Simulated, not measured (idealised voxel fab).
Name of the process module below: voxel capacitor over wiring
Section cut is 215 nm wide and gridded with 5 nm square cells.
In this document a cross-section is written as a grid of square cells. It is given as a series of bands, listed from the top down, and a band is one or more rows of cells.
Heights first: top, then bottom, in nm. Then materials, left to right, each with a width in nm. "throughout" on a single material: fills the band edge to edge. "blank": empty space.
Note: height 0 marks the level under which the wafer is uniformly one material as received. Lowest band unbounded below, written "0 down".
Read "30..40" as a graded width: first number on top, second number at the bottom, same change between each pair of neighbouring rows.
A step reported as "remained the same" is a step in which no cell of the cross-section changed.
Heads up: "Cavities, sealed" only lists the empty pockets with no open path to the top that are 8 cells or more, and it writes them as width x height at distance, distance from the left edge, in nm.
The remark found on a step's line after its settings is issued by the simulator itself and pertains to that step.
"overlay nm" on a masked step: distance the mask lay right of its planned place, negative for left.
Guide to the pairs. Each holds a before and an after cross-section around one process step; the after cross-section is cut off at the lowest band that changed. Look under the pair for the step between them and its settings. Pairs can come from different runs of this module on the same starting wafer, so a pair follows on from the one above it only where its entry headed "Before this step" says it does.
Before this step:
* 95 to 80 | SiO2: 75; blank: 15; SiO2: 125
* 80 to 75 | SiO2: 60; TiN: 5; SiO2: 55; TiN: 5; SiO2: 90
* 75 to 70 | HfO2 throughout
* 70 to 60 | TiN throughout
* 60 to 45 | lowk: 65; TiN: 5; W: 5; TiN: 5; lowk: 135
* 45 to 40 | SiCN: 65; TiN: 15; SiCN: 135
* 40 to 20 | SiO2: 50; TiN: 5; Cu: 20; TiN: 5; SiO2: 50; TiN: 5; Cu: 20; TiN: 5; SiO2: 55
* 20 to 15 | SiCN: 50; TiN: 30; SiCN: 50; TiN: 30; SiCN: 55
* 15 to 0 | SiO2 throughout
* 0 down | Si throughout
* Cavities, sealed: none
Post-Step Appearance:
* 100 to 95 | TiN: 80; blank: 5; TiN: 130
* 95 to 85 | SiO2: 75; TiN: 5; blank: 5; TiN: 5; SiO2: 125
* 85 to 80 | SiO2: 75; TiN: 15; SiO2: 125
* Everything below 80 is unchanged.
* Cavities, sealed: none
What step was run between the cross-section before it and the cross-section after it, both above? CONFORMAL_DEP with material TiN, thk nm 5
Before this step: nothing new to draw here, it's the after view of the pair just above.
Post-Step Appearance:
* 110 to 100 | Cu throughout
* 100 to 95 | TiN: 80; Cu: 5; TiN: 130
* 95 to 85 | SiO2: 75; TiN: 5; Cu: 5; TiN: 5; SiO2: 125
* Everything below 85 is unchanged.
* Cavities, sealed: none
What step was run between the cross-section before it and the cross-section after it, both above? FILL_DEP with material Cu, thk nm 10
Before this step: nothing new to draw here, it's the after view of the pair just above.
Post-Step Appearance:
* 95 to 85 | SiO2: 75; TiN: 5; Cu: 5; TiN: 5; SiO2: 125
* Everything below 85 is unchanged.
* Cavities, sealed: none
What step was run between the cross-section before it and the cross-section after it, both above? CMP with height nm 95
Before this step: nothing new to draw here, it's the after view of the pair just above.
Post-Step Appearance:
* 100 to 95 | SiCN throughout
* Everything below 95 is unchanged.
* Cavities, sealed: none
What step was run between the cross-section before it and the cross-section after it, both above? CONFORMAL_DEP with material SiCN, thk nm 5
